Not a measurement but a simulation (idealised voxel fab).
process module | voxel self aligned vias
cross-section cut | 225 nm wide | cells 5 nm
A cross-section is a grid of square cells, given in bands from the top down. A band is one or more rows of cells.
Each band's line starts with the height of the band's top and of its bottom, in nm. Then come its materials from left to right, each with its width in nm. One material with "throughout" fills the band from edge to edge. "air" is empty space.
Height 0 is the level under which the wafer as received is all one material. The lowest band goes on downwards, as in "0 down".
A width such as "30 to 40" changes by the same amount from each row of cells to the next, from the band's top row to its bottom row.
"no change" after a step means that no cell of the cross-section changed.
closed voids: empty space of 8 cells or more with no open way to the top, each as width x height at its distance from the left edge, in nm
after a step's settings: what the simulator itself notes on the step
overlay nm, on a step with a mask: how far to the right of its planned place the mask lay; to the left if negative
plan
1 op RECEIVE | material Si
2 op CONFORMAL_DEP | material SiO2 | thk nm 10
3 op CONFORMAL_DEP | material SiCN | thk nm 5
4 op DIRECTIONAL_DEP | material lowk | thk nm 20
5 op MASKED_ETCH | tone open | mask id LINES | width nm 30 | pitch nm 70 | etch materials lowk | depth nm 20 | overlay nm 0
6 op CONFORMAL_DEP | material TiN | thk nm 5
7 op FILL_DEP | material W | thk nm 5
8 op CMP | height nm 35
9 op SELECTIVE_ETCH | etch materials W Ru TiN | depth nm 5
10 op FILL_DEP | material SiN | thk nm 10
11 op CMP | height nm 35
12 op DIRECTIONAL_DEP | material lowk | thk nm 15
13 op DIRECTIONAL_DEP | material aC | thk nm 15
14 op PATTERN | tone open | mask id VIAS | material resist | width nm 40 | pitch nm 70 | thk nm 35 | overlay nm 0
15 op DIRECTIONAL_ETCH | etch materials aC | depth nm 15
16 op STRIP | etch materials resist
17 op DIRECTIONAL_ETCH | etch materials lowk | depth nm 15
18 op DIRECTIONAL_ETCH | etch materials SiN | depth nm 5
19 op STRIP | etch materials aC
20 op CONFORMAL_DEP | material TiN | thk nm 5
21 op FILL_DEP | material Ru | thk nm 10
22 op CMP | height nm 50
23 op CONFORMAL_DEP | material SiN | thk nm 5
first wafer, as planned
as received, after step 1
  0 down: Si throughout
  closed voids: none
after step 2
  10 to 0: SiO2 throughout
  below 0: unchanged
after step 3
  15 to 10: SiCN throughout
  below 10: unchanged
after step 4
  35 to 15: lowk throughout
  below 15: unchanged
after step 5
  35 to 15: lowk 25 | air 30 | lowk 40 | air 30 | lowk 40 | air 30 | lowk 30
  below 15: unchanged
after step 6
  40 to 35: TiN 30 | air 20 | TiN 50 | air 20 | TiN 50 | air 20 | TiN 35
  35 to 20: lowk 25 | TiN 5 | air 20 | TiN 5 | lowk 40 | TiN 5 | air 20 | TiN 5 | lowk 40 | TiN 5 | air 20 | TiN 5 | lowk 30
  20 to 15: lowk 25 | TiN 30 | lowk 40 | TiN 30 | lowk 40 | TiN 30 | lowk 30
  below 15: unchanged
after step 7
  45 to 40: W throughout
  40 to 35: TiN 30 | W 20 | TiN 50 | W 20 | TiN 50 | W 20 | TiN 35
  35 to 20: lowk 25 | TiN 5 | W 20 | TiN 5 | lowk 40 | TiN 5 | W 20 | TiN 5 | lowk 40 | TiN 5 | W 20 | TiN 5 | lowk 30
  below 20: unchanged
after step 8
  35 to 20: lowk 25 | TiN 5 | W 20 | TiN 5 | lowk 40 | TiN 5 | W 20 | TiN 5 | lowk 40 | TiN 5 | W 20 | TiN 5 | lowk 30
  below 20: unchanged
after step 9
  35 to 30: lowk 25 | air 30 | lowk 40 | air 30 | lowk 40 | air 30 | lowk 30
  below 30: unchanged
after step 10
  45 to 35: SiN throughout
  35 to 30: lowk 25 | SiN 30 | lowk 40 | SiN 30 | lowk 40 | SiN 30 | lowk 30
  below 30: unchanged
after step 11
  35 to 30: lowk 25 | SiN 30 | lowk 40 | SiN 30 | lowk 40 | SiN 30 | lowk 30
  below 30: unchanged
after step 12
  50 to 35: lowk throughout
  below 35: unchanged
after step 13
  65 to 50: aC throughout
  below 50: unchanged
after step 14
  100 to 65: resist 20 | air 40 | resist 30 | air 40 | resist 30 | air 40 | resist 25
  below 65: unchanged
after step 15
  85 to 65: resist 20 | air 40 | resist 30 | air 40 | resist 30 | air 40 | resist 25
  65 to 50: aC 20 | air 40 | aC 30 | air 40 | aC 30 | air 40 | aC 25
  below 50: unchanged
after step 16
  65 to 50: aC 20 | air 40 | aC 30 | air 40 | aC 30 | air 40 | aC 25
  below 50: unchanged
after step 17
  65 to 50: aC 20 | air 40 | aC 30 | air 40 | aC 30 | air 40 | aC 25
  50 to 35: lowk 20 | air 40 | lowk 30 | air 40 | lowk 30 | air 40 | lowk 25
  below 35: unchanged
after step 18
  65 to 50: aC 20 | air 40 | aC 30 | air 40 | aC 30 | air 40 | aC 25
  50 to 35: lowk 20 | air 40 | lowk 30 | air 40 | lowk 30 | air 40 | lowk 25
  35 to 30: lowk 25 | air 30 | lowk 40 | air 30 | lowk 40 | air 30 | lowk 30
  below 30: unchanged
after step 19
  50 to 35: lowk 20 | air 40 | lowk 30 | air 40 | lowk 30 | air 40 | lowk 25
  below 35: unchanged
after step 20
  55 to 50: TiN 25 | air 30 | TiN 40 | air 30 | TiN 40 | air 30 | TiN 30
  50 to 40: lowk 20 | TiN 5 | air 30 | TiN 5 | lowk 30 | TiN 5 | air 30 | TiN 5 | lowk 30 | TiN 5 | air 30 | TiN 5 | lowk 25
  40 to 35: lowk 20 | TiN 10 | air 20 | TiN 10 | lowk 30 | TiN 10 | air 20 | TiN 10 | lowk 30 | TiN 10 | air 20 | TiN 10 | lowk 25
  35 to 30: lowk 25 | TiN 30 | lowk 40 | TiN 30 | lowk 40 | TiN 30 | lowk 30
  below 30: unchanged
after step 21
  65 to 55: Ru throughout
  55 to 50: TiN 25 | Ru 30 | TiN 40 | Ru 30 | TiN 40 | Ru 30 | TiN 30
  50 to 40: lowk 20 | TiN 5 | Ru 30 | TiN 5 | lowk 30 | TiN 5 | Ru 30 | TiN 5 | lowk 30 | TiN 5 | Ru 30 | TiN 5 | lowk 25
  40 to 35: lowk 20 | TiN 10 | Ru 20 | TiN 10 | lowk 30 | TiN 10 | Ru 20 | TiN 10 | lowk 30 | TiN 10 | Ru 20 | TiN 10 | lowk 25
  below 35: unchanged
after step 22
  50 to 40: lowk 20 | TiN 5 | Ru 30 | TiN 5 | lowk 30 | TiN 5 | Ru 30 | TiN 5 | lowk 30 | TiN 5 | Ru 30 | TiN 5 | lowk 25
  below 40: unchanged
after step 23
  55 to 50: SiN throughout
  below 50: unchanged
second wafer: like start, like plan, one mistake. Through step 4 it matches the first wafer
when step 5 should have ended
  35 to 15: lowk 30 | air 30 | lowk 40 | air 30 | lowk 40 | air 30 | lowk 25
  below 15: unchanged
when step 6 should have ended
  40 to 35: TiN 35 | air 20 | TiN 50 | air 20 | TiN 50 | air 20 | TiN 30
  35 to 20: lowk 30 | TiN 5 | air 20 | TiN 5 | lowk 40 | TiN 5 | air 20 | TiN 5 | lowk 40 | TiN 5 | air 20 | TiN 5 | lowk 25
  20 to 15: lowk 30 | TiN 30 | lowk 40 | TiN 30 | lowk 40 | TiN 30 | lowk 25
  below 15: unchanged
when step 7 should have ended
  45 to 40: W throughout
  40 to 35: TiN 35 | W 20 | TiN 50 | W 20 | TiN 50 | W 20 | TiN 30
  35 to 20: lowk 30 | TiN 5 | W 20 | TiN 5 | lowk 40 | TiN 5 | W 20 | TiN 5 | lowk 40 | TiN 5 | W 20 | TiN 5 | lowk 25
  below 20: unchanged
when step 8 should have ended
  35 to 20: lowk 30 | TiN 5 | W 20 | TiN 5 | lowk 40 | TiN 5 | W 20 | TiN 5 | lowk 40 | TiN 5 | W 20 | TiN 5 | lowk 25
  below 20: unchanged
when step 9 should have ended
  35 to 30: lowk 30 | air 30 | lowk 40 | air 30 | lowk 40 | air 30 | lowk 25
  below 30: unchanged
when step 10 should have ended
  45 to 35: SiN throughout
  35 to 30: lowk 30 | SiN 30 | lowk 40 | SiN 30 | lowk 40 | SiN 30 | lowk 25
  below 30: unchanged
when step 11 should have ended
  35 to 30: lowk 30 | SiN 30 | lowk 40 | SiN 30 | lowk 40 | SiN 30 | lowk 25
  below 30: unchanged
when step 12 should have ended
  50 to 35: lowk throughout
  below 35: unchanged
when step 13 should have ended
  65 to 50: aC throughout
  below 50: unchanged
when step 14 should have ended
  100 to 65: resist 20 | air 40 | resist 30 | air 40 | resist 30 | air 40 | resist 25
  below 65: unchanged
when step 15 should have ended
  85 to 65: resist 20 | air 40 | resist 30 | air 40 | resist 30 | air 40 | resist 25
  65 to 50: aC 20 | air 40 | aC 30 | air 40 | aC 30 | air 40 | aC 25
  below 50: unchanged
when step 16 should have ended
  65 to 50: aC 20 | air 40 | aC 30 | air 40 | aC 30 | air 40 | aC 25
  below 50: unchanged
when step 17 should have ended
  65 to 50: aC 20 | air 40 | aC 30 | air 40 | aC 30 | air 40 | aC 25
  50 to 35: lowk 20 | air 40 | lowk 30 | air 40 | lowk 30 | air 40 | lowk 25
  below 35: unchanged
when step 18 should have ended
  65 to 50: aC 20 | air 40 | aC 30 | air 40 | aC 30 | air 40 | aC 25
  50 to 35: lowk 20 | air 40 | lowk 30 | air 40 | lowk 30 | air 40 | lowk 25
  35 to 30: lowk 30 | air 30 | lowk 40 | air 30 | lowk 40 | air 30 | lowk 25
  below 30: unchanged
when step 19 should have ended
  50 to 35: lowk 20 | air 40 | lowk 30 | air 40 | lowk 30 | air 40 | lowk 25
  below 35: unchanged
when step 20 should have ended
  55 to 50: TiN 25 | air 30 | TiN 40 | air 30 | TiN 40 | air 30 | TiN 30
  50 to 40: lowk 20 | TiN 5 | air 30 | TiN 5 | lowk 30 | TiN 5 | air 30 | TiN 5 | lowk 30 | TiN 5 | air 30 | TiN 5 | lowk 25
  40 to 35: lowk 20 | TiN 15 | air 20 | TiN 5 | lowk 30 | TiN 15 | air 20 | TiN 5 | lowk 30 | TiN 15 | air 20 | TiN 5 | lowk 25
  35 to 30: lowk 30 | TiN 30 | lowk 40 | TiN 30 | lowk 40 | TiN 30 | lowk 25
  below 30: unchanged
when step 21 should have ended
  65 to 55: Ru throughout
  55 to 50: TiN 25 | Ru 30 | TiN 40 | Ru 30 | TiN 40 | Ru 30 | TiN 30
  50 to 40: lowk 20 | TiN 5 | Ru 30 | TiN 5 | lowk 30 | TiN 5 | Ru 30 | TiN 5 | lowk 30 | TiN 5 | Ru 30 | TiN 5 | lowk 25
  40 to 35: lowk 20 | TiN 15 | Ru 20 | TiN 5 | lowk 30 | TiN 15 | Ru 20 | TiN 5 | lowk 30 | TiN 15 | Ru 20 | TiN 5 | lowk 25
  below 35: unchanged
when step 22 should have ended
  50 to 40: lowk 20 | TiN 5 | Ru 30 | TiN 5 | lowk 30 | TiN 5 | Ru 30 | TiN 5 | lowk 30 | TiN 5 | Ru 30 | TiN 5 | lowk 25
  below 40: unchanged
when step 23 should have ended
  55 to 50: SiN throughout
  below 50: unchanged
what went wrong: step 5 ran as: op MASKED_ETCH | tone open | mask id LINES | width nm 30 | pitch nm 70 | etch materials lowk | depth nm 20 | overlay nm 5
at the end the second wafer has, in cells: as many of each material as the first, in other places
